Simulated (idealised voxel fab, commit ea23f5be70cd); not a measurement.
Herein follows the process module entitled voxel wiring stack.
The cross-section shown here is cut; it is 210 nm wide and divided into square cells measuring 5 nm on a side.
A cross-section is written here as square cells arranged in a grid, and it is given in bands from the top down, each band taking up one or more rows of cells.
Basically the band line says how high the top is and how high the bottom is, in nm, and then what's in it from left to right, every material with its width in nm. Empty space shows up as "air", and if a single material carries "throughout" it runs the full band edge to edge.
For the purposes of this specification, 0 denotes the height below which the wafer in its as-received condition is composed wholly of one material, and the lowermost band, lacking a lower limit, extends downward without end, as expressed in "0 down".
Width: "30..40" (first number = top row, second number = bottom row, same change from row to row of cells).
Where the words "no change" appear for a step, the cross-section shows no cell changed by that step; every cell remained as before.
What "Completely enclosed voids" gives you is every empty space of 8 cells or more that is cut off from the top. Each appears as width x height at distance, with the distance taken from the left edge and width, height and distance all in nm.
Step line, after settings: the simulator's comment on this step.
Steps that use a mask can have "overlay nm" on their line. It says how far the mask sat to the right of where it was meant to be. Negative means to the left.
These are the steps we planned for the process
- 1: op RECEIVE | material Si
- 2: op CONFORMAL_DEP | material SiO2 | thk nm 15
- 3: op CONFORMAL_DEP | material SiCN | thk nm 5
- 4: op DIRECTIONAL_DEP | material SiO2 | thk nm 25
- 5: op PATTERN | tone open | mask id METAL_1 | material resist | width nm 20 | pitch nm 35 | thk nm 20 | overlay nm 0
- 6: op DIRECTIONAL_ETCH | etch materials SiO2 | depth nm 25
- 7: op DIRECTIONAL_ETCH | etch materials SiCN | depth nm 5
- 8: op STRIP | etch materials resist
- 9: op CONFORMAL_DEP | material TiN | thk nm 5
- 10: op FILL_DEP | material Cu | thk nm 5
- 11: op CMP | height nm 45
- 12: op CONFORMAL_DEP | material SiCN | thk nm 5
- 13: op DIRECTIONAL_DEP | material SiO2 | thk nm 30
- 14: op DIRECTIONAL_DEP | material aC | thk nm 10
- 15: op PATTERN | tone open | mask id METAL_2_HOLES | material resist | width nm 15 | pitch nm 35 | thk nm 25 | overlay nm 0
- 16: op DIRECTIONAL_ETCH | etch materials aC | depth nm 10
- 17: op STRIP | etch materials resist
- 18: op DIRECTIONAL_ETCH | etch materials SiO2 | depth nm 30
- 19: op STRIP | etch materials aC
- 20: op DIRECTIONAL_DEP | material aC | thk nm 15
- 21: op PATTERN | tone open | mask id METAL_2 | material resist | width nm 20 | pitch nm 35 | thk nm 30 | overlay nm -15
- 22: op DIRECTIONAL_ETCH | etch materials aC | depth nm 15
- 23: op STRIP | etch materials resist
- 24: op DIRECTIONAL_ETCH | etch materials SiO2 | depth nm 20
- 25: op DIRECTIONAL_ETCH | etch materials SiCN | depth nm 5
- 26: op STRIP | etch materials aC
- 27: op CONFORMAL_DEP | material TiN | thk nm 5
- 28: op FILL_DEP | material Cu | thk nm 10
- 29: op CMP | height nm 80
- 30: op CONFORMAL_DEP | material SiCN | thk nm 5
- 31: op DIRECTIONAL_DEP | material SiO2 | thk nm 30
- 32: op MASKED_ETCH | tone open | mask id METAL_3_HOLES | width nm 15 | pitch nm 70 | etch materials SiO2 | depth nm 30 | overlay nm 0
- 33: op DIRECTIONAL_DEP | material aC | thk nm 15
- 34: op PATTERN | tone open | mask id METAL_3 | material resist | width nm 20 | pitch nm 35 | thk nm 35 | overlay nm 0
- 35: op DIRECTIONAL_ETCH | etch materials aC | depth nm 15
- 36: op STRIP | etch materials resist
- 37: op DIRECTIONAL_ETCH | etch materials SiO2 | depth nm 20
- 38: op DIRECTIONAL_ETCH | etch materials SiCN | depth nm 5
- 39: op STRIP | etch materials aC
- 40: op CONFORMAL_DEP | material TiN | thk nm 5
- 41: op FILL_DEP | material Cu | thk nm 5
- 42: op CMP | height nm 115
- 43: op CONFORMAL_DEP | material SiCN | thk nm 5
Wafer-to-wafer difference: overlay nm, step 21. Common start. Plan = first wafer's value.
Step 1 complete: as-received cross-section of the first of several wafers
0 down: Si throughout
Completely enclosed voids: none
The cross-section of the first of several wafers is given below for the end of the module, after its final step, step 43
120 to 115: SiCN throughout
115 to 100: SiO2 (40); TiN (5); Cu (10); TiN (5); SiO2 (15); TiN (5); Cu (10); TiN (5); SiO2 (15); TiN (5); Cu (10); TiN (5); SiO2 (15); TiN (5); Cu (10); TiN (5); SiO2 (45)
100 to 95: SiO2 (40); TiN (5); Cu (5); TiN (10); SiO2 (15); TiN (20); SiO2 (15); TiN (5); Cu (5); TiN (10); SiO2 (15); TiN (20); SiO2 (45)
95 to 85: SiO2 (40); TiN (5); Cu (5); TiN (5); SiO2 (55); TiN (5); Cu (5); TiN (5); SiO2 (85)
85 to 80: SiCN (40); TiN (15); SiCN (55); TiN (15); SiCN (85)
80 to 65: SiO2 (25); TiN (5); Cu (20); TiN (5); SiO2 (5); TiN (5); Cu (20); TiN (5); SiO2 (5); TiN (5); Cu (20); TiN (5); SiO2 (5); TiN (5); Cu (20); TiN (5); SiO2 (50)
65 to 55: SiO2 (25..40); TiN (20..5); Cu (5); TiN (5); SiO2 (5..20); TiN (20..5); Cu (5); TiN (5); SiO2 (5..20); TiN (20..5); Cu (5); TiN (5); SiO2 (5..20); TiN (20..5); Cu (5); TiN (5); SiO2 (50)
55 to 50: SiO2 (40); TiN (15); SiO2 (20); TiN (15); SiO2 (20); TiN (15); SiO2 (20); TiN (15); SiO2 (50)
50 to 45: SiCN (40); TiN (5); SiCN (30); TiN (5); SiCN (30); TiN (5); SiCN (30); TiN (5); SiCN (60)
45 to 20: SiO2 (40); TiN (5); Cu (10); TiN (5); SiO2 (15); TiN (5); Cu (10); TiN (5); SiO2 (15); TiN (5); Cu (10); TiN (5); SiO2 (15); TiN (5); Cu (10); TiN (5); SiO2 (45)
20 to 15: SiCN (40); TiN (20); SiCN (15); TiN (20); SiCN (15); TiN (20); SiCN (15); TiN (20); SiCN (45)
15 to 0: SiO2 throughout
0 down: Si throughout
Completely enclosed voids: none
Cross-section at module completion, last wafer
120 to 115: SiCN throughout
115 to 100: SiO2 (40); TiN (5); Cu (10); TiN (5); SiO2 (15); TiN (5); Cu (10); TiN (5); SiO2 (15); TiN (5); Cu (10); TiN (5); SiO2 (15); TiN (5); Cu (10); TiN (5); SiO2 (45)
100 to 95: SiO2 (40); TiN (5); Cu (5); TiN (10); SiO2 (15); TiN (20); SiO2 (15); TiN (5); Cu (5); TiN (10); SiO2 (15); TiN (20); SiO2 (45)
95 to 85: SiO2 (40); TiN (5); Cu (5); TiN (5); SiO2 (55); TiN (5); Cu (5); TiN (5); SiO2 (85)
85 to 80: SiCN (40); TiN (15); SiCN (55); TiN (15); SiCN (85)
80 to 65: SiO2 (40); TiN (5); Cu (130); TiN (5); SiO2 (30)
65 to 60: SiO2 (40); TiN (5); Cu (5); TiN (30); Cu (5); TiN (30); Cu (5); TiN (30); Cu (5); TiN (25); SiO2 (30)
60 to 55: SiO2 (40); TiN (5); Cu (5); TiN (5); SiO2 (20); TiN (5); Cu (5); TiN (5); SiO2 (20); TiN (5); Cu (5); TiN (5); SiO2 (20); TiN (5); Cu (5); TiN (5); SiO2 (50)
55 to 50: SiO2 (40); TiN (15); SiO2 (20); TiN (15); SiO2 (20); TiN (15); SiO2 (20); TiN (15); SiO2 (50)
50 to 45: SiCN throughout
45 to 20: SiO2 (40); TiN (5); Cu (10); TiN (5); SiO2 (15); TiN (5); Cu (10); TiN (5); SiO2 (15); TiN (5); Cu (10); TiN (5); SiO2 (15); TiN (5); Cu (10); TiN (5); SiO2 (45)
20 to 15: SiCN (40); TiN (20); SiCN (15); TiN (20); SiCN (15); TiN (20); SiCN (15); TiN (20); SiCN (45)
15 to 0: SiO2 throughout
0 down: Si throughout
Completely enclosed voids: none
Wafer rows, end of module: cells per material gained (+) or lost (-) since receipt; closed voids last
overlay nm -15 | +126 Cu | +142 SiCN | +564 SiO2 | +176 TiN | Completely enclosed voids: none
overlay nm -10 | +114 Cu | +138 SiCN | +580 SiO2 | +176 TiN | Completely enclosed voids: none
overlay nm -5 | +106 Cu | +134 SiCN | +596 SiO2 | +172 TiN | Completely enclosed voids: none
overlay nm 0 | +106 Cu | +134 SiCN | +596 SiO2 | +172 TiN | Completely enclosed voids: none
overlay nm 5 | +114 Cu | +138 SiCN | +580 SiO2 | +176 TiN | Completely enclosed voids: none
overlay nm 10 | +126 Cu | +142 SiCN | +564 SiO2 | +176 TiN | Completely enclosed voids: none
overlay nm 15 | +156 Cu | +146 SiCN | +548 SiO2 | +158 TiN | Completely enclosed voids: none
